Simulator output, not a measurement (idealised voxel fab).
process module | voxel trench capacitor
cross-section cut | 280 nm wide | cells 5 nm
A cross-section is a grid of square cells, given in bands from the top down. A band is one or more rows of cells.
Each band's line starts with the height of the band's top and of its bottom, in nm. Then come its materials from left to right, each with its width in nm. One material with "throughout" fills the band from edge to edge. "air" is empty space.
Height 0 is the level under which the wafer as received is all one material. The lowest band goes on downwards, as in "0 down".
A width such as "30 to 40" changes by the same amount from each row of cells to the next, from the band's top row to its bottom row.
"no change" after a step means that no cell of the cross-section changed.
closed voids: empty space of 8 cells or more with no open way to the top, each as width x height at its distance from the left edge, in nm
after a step's settings: what the simulator itself notes on the step
overlay nm, on a step with a mask: how far to the right of its planned place the mask lay; to the left if negative
plan
1 op RECEIVE | material Si
2 op CONFORMAL_DEP | material SiN | thk nm 5
3 op PATTERN | tone open | mask id TRENCH | material resist | width nm 25 | pitch nm 55 | thk nm 15 | overlay nm 0
4 op DIRECTIONAL_ETCH | etch materials SiN | depth nm 5
5 op DIRECTIONAL_ETCH | etch materials Si | depth nm 25
6 op STRIP | etch materials resist
7 op CONFORMAL_DEP | material Al2O3 | thk nm 5
8 op FILL_DEP | material polySi | thk nm 5
9 op CMP | height nm 5
as received, after step 1
  0 down: Si throughout
  closed voids: none
a wafer at the end: this start, this plan, one mistake
  5 to 0: SiN 95 | Al2O3 5 | polySi 15 | Al2O3 5 | SiN 30 | Al2O3 5 | polySi 15 | Al2O3 5 | SiN 105
  0 to -20: Si 95 | Al2O3 5 | polySi 15 | Al2O3 5 | Si 30 | Al2O3 5 | polySi 15 | Al2O3 5 | Si 105
  -20 to -25: Si 95 | Al2O3 25 | Si 30 | Al2O3 25 | Si 105
  -25 down: Si throughout
  closed voids: none
what went wrong: step 3 ran as: op PATTERN | tone open | mask id TRENCH | material resist | width nm 25 | pitch nm 55 | thk nm 15 | overlay nm -5
